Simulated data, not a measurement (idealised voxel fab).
voxel released beams: a process module
cross-section cut | 240 nm wide | cells 5 nm
Cross-section spec: square-cell grid; bands listed top down; each band is one or more rows. Each band's line starts with the height of the band's top and of its bottom, in nm. Then come its materials from left to right, each with its width in nm. One material with "full width" fills the band from edge to edge. "empty" is empty space. Note: height 0 marks the level under which the wafer is uniformly one material as received. Lowest band unbounded below, written "from 0 down". Width "30->40": first value at the band's top row of cells, second value at its bottom row, equal change from row to row. Step marked "everything unchanged"? Then no cell in the cross-section changed in it. Empty spaces without an open route to the top, at least 8 cells in extent, make up the entry "Non-vented voids"; each is given as width x height at distance, where the distance is measured from the left edge, and all are in nm. Step line, after settings: the simulator's comment on this step. The optional step-line setting "overlay nm" applies to steps with a mask and quantifies how far to the right of its planned location the mask lay, a negative value indicating leftward placement.
Set out below are the planned steps of the process
1 RECEIVE [material Si]
2 CONFORMAL_DEP [material SiN] [thk nm 10]
3 DIRECTIONAL_DEP [material SiO2] [thk nm 10]
4 PATTERN [tone open] [mask id ANCHOR] [material resist] [width nm 45] [thk nm 20] [overlay nm 0]
5 DIRECTIONAL_ETCH [etch materials SiO2] [depth nm 10]
6 STRIP [etch materials resist]
7 CONFORMAL_DEP [material W] [thk nm 15]
8 MASKED_ETCH [tone cover] [mask id BEAM] [width nm 105] [etch materials W] [depth nm 15] [overlay nm 0]
9 STRIP [etch materials SiO2]
First of two wafers - as planned
Delivered wafer in cross-section: state after step 1
> from 0 down | Si full width
> Non-vented voids: none
Cross-section through the wafer, step 2 finished
> from 10 to 0 | SiN full width
> Nothing below the height 0 has changed.
Cross-section through the wafer, step 3 finished
> from 20 to 10 | SiO2 full width
> Nothing below the height 10 has changed.
Cross-section through the wafer, step 4 finished
> from 40 to 20 | 70 resist; 45 empty; 125 resist
> Nothing below the height 20 has changed.
Cross-section through the wafer, step 5 finished
> from 40 to 20 | 70 resist; 45 empty; 125 resist
> from 20 to 10 | 70 SiO2; 45 empty; 125 SiO2
> Nothing below the height 10 has changed.
Cross-section through the wafer, step 6 finished
> from 20 to 10 | 70 SiO2; 45 empty; 125 SiO2
> Nothing below the height 10 has changed.
Cross-section through the wafer, step 7 finished
> from 35 to 25 | 85 W; 15 empty; 140 W
> from 25 to 20 | W full width
> from 20 to 10 | 70 SiO2; 45 W; 125 SiO2
> Nothing below the height 10 has changed.
Cross-section through the wafer, step 8 finished
> from 35 to 25 | 65 empty; 20 W; 15 empty; 70 W; 70 empty
> from 25 to 20 | 65 empty; 105 W; 70 empty
> Nothing below the height 20 has changed.
Cross-section through the wafer, step 9 finished
> from 35 to 25 | 65 empty; 20 W; 15 empty; 70 W; 70 empty
> from 25 to 20 | 65 empty; 105 W; 70 empty
> from 20 to 10 | 70 empty; 45 W; 125 empty
> Nothing below the height 10 has changed.
Wafer two of the pair: same origin, same plan, one error during the run; identical to wafer one up to and including step 1
Second wafer, cut view, end of step 2 per plan
> from 10 to 0 | SiO2 full width
> Nothing below the height 0 has changed.
Second wafer, cut view, end of step 3 per plan
> from 20 to 10 | SiN full width
> Nothing below the height 10 has changed.
Second wafer, cut view, end of step 4 per plan
> from 40 to 20 | 70 resist; 45 empty; 125 resist
> Nothing below the height 20 has changed.
Second wafer, cut view, end of step 5 per plan: everything unchanged
Second wafer, cut view, end of step 6 per plan
> from 20 to 10 | SiN full width
> Nothing below the height 10 has changed.
Second wafer, cut view, end of step 7 per plan
> from 35 to 20 | W full width
> Nothing below the height 20 has changed.
Second wafer, cut view, end of step 8 per plan
> from 35 to 20 | 65 empty; 105 W; 70 empty
> Nothing below the height 20 has changed.
Second wafer, cut view, end of step 9 per plan: everything unchanged
Where did the run depart from the plan? the executed order of steps 2 and 3 is the reverse of that specified in the plan, each step having taken the other's position
The final cell counts differ between the wafers, with the second having more or fewer of some materials than the first: SiO2 +96; W -12
